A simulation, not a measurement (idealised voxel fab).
The name of this process module is voxel capacitor over wiring.
For reference, the cross-section in this document is cut, with width 200 nm and square cells of 5 nm.
Notation: cross-section as square-cell grid; stated in bands, top first, going down; one or more cell rows per band. Band: top and bottom heights (nm) first, top before bottom; then materials from left to right, widths in nm. "all across" marks a sole material filling the band edge to edge. "empty" denotes empty space. Heights are expressed relative to 0, this being the level below which the as-received wafer comprises one material exclusively. The lowest band is unbounded in the downward direction and is denoted as in "0..down". Width spec "30..40" -> top row of cells at first value, bottom row at second value, equal per-row change in between. "no alteration", as given for a step, is the statement that not any cell of the cross-section underwent a change during that step. In the "Closed void roster" entry, you get each enclosed empty space of 8 cells or more, one with no open way to the top, written width x height at distance, distance from the left edge, in nm. after a step's settings: what the simulator itself notes on the step. "overlay nm" denotes, for a step that has a mask, the displacement of the mask to the right of its planned place, with negative values corresponding to the left.

Set out below are the planned steps of the process
1) RECEIVE, material Si
2) CONFORMAL_DEP, material SiO2, thk nm 15
3) DIRECTIONAL_DEP, material TiN, thk nm 5
4) DIRECTIONAL_DEP, material W, thk nm 25
5) MASKED_ETCH, tone cover, mask id METAL_1, width nm 20, pitch nm 90, etch materials W, depth nm 25, overlay nm 0
6) MASKED_ETCH, tone cover, mask id METAL_1, width nm 20, pitch nm 90, etch materials TiN, depth nm 5, overlay nm 0
7) FILL_DEP, material SiO2, thk nm 10
8) CMP, height nm 45
9) CONFORMAL_DEP, material SiCN, thk nm 5
10) DIRECTIONAL_DEP, material SiO2, thk nm 20
11) DIRECTIONAL_DEP, material aC, thk nm 10
12) PATTERN, tone open, mask id PLUG_1, material resist, width nm 15, thk nm 25, overlay nm 0
13) DIRECTIONAL_ETCH, etch materials aC, depth nm 10
14) STRIP, etch materials resist
15) DIRECTIONAL_ETCH, etch materials SiO2, depth nm 20
16) DIRECTIONAL_ETCH, etch materials SiCN, depth nm 5
17) STRIP, etch materials aC
18) CONFORMAL_DEP, material TiN, thk nm 5
19) FILL_DEP, material W, thk nm 5
20) CMP, height nm 70
21) DIRECTIONAL_DEP, material TiN, thk nm 10
22) DIRECTIONAL_DEP, material HfO2, thk nm 5
23) DIRECTIONAL_DEP, material TiN, thk nm 5
24) DIRECTIONAL_DEP, material aC, thk nm 15
25) PATTERN, tone cover, mask id UPPER_PLATE, material resist, width nm 75, thk nm 30, overlay nm 0
26) DIRECTIONAL_ETCH, etch materials aC, depth nm 15
27) STRIP, etch materials resist
28) DIRECTIONAL_ETCH, etch materials TiN, depth nm 5
29) DIRECTIONAL_ETCH, etch materials HfO2, depth nm 5
30) STRIP, etch materials aC
31) PATTERN, tone cover, mask id LOWER_PLATE, material resist, width nm 85, thk nm 20, overlay nm 0
32) DIRECTIONAL_ETCH, etch materials TiN, depth nm 10
33) STRIP, etch materials resist
34) FILL_DEP, material SiO2, thk nm 20
35) CMP, height nm 105
36) DIRECTIONAL_DEP, material aC, thk nm 15
37) PATTERN, tone open, mask id PLUG_2, material resist, width nm 15, thk nm 35, overlay nm 0
38) DIRECTIONAL_ETCH, etch materials aC, depth nm 15
39) STRIP, etch materials resist
40) DIRECTIONAL_ETCH, etch materials SiO2, depth nm 15
41) STRIP, etch materials aC
42) CONFORMAL_DEP, material TiN, thk nm 5
43) FILL_DEP, material Cu, thk nm 5
44) CMP, height nm 105
45) CONFORMAL_DEP, material SiN, thk nm 5

Cross-section of the incoming wafer, state after step 1
	0..down  Si all across
	Closed void roster: none

Figure: cross-sectional view of the wafer upon completion of the module, processed from the initial state and according to the plan depicted above, with one error introduced during execution
	110..105  SiN all across
	105..95  SiO2 60, then TiN 5, then Cu 5, then TiN 5, then SiO2 125
	95..90  SiO2 60, then TiN 15, then SiO2 125
	90..85  SiO2 all across
	85..80  SiO2 50, then HfO2 75, then SiO2 75
	80..70  SiO2 45, then TiN 85, then SiO2 70
	70..50  SiO2 50, then TiN 5, then W 5, then TiN 5, then SiO2 135
	50..45  SiCN 50, then TiN 15, then SiCN 135
	45..20  SiO2 45, then W 20, then SiO2 70, then W 20, then SiO2 45
	20..15  SiO2 45, then TiN 20, then SiO2 70, then TiN 20, then SiO2 45
	15..0  SiO2 all across
	0..down  Si all across
	Closed void roster: none
The mistake made against the process plan was this: heads up, step 23 of the plan was skipped and never actually ran
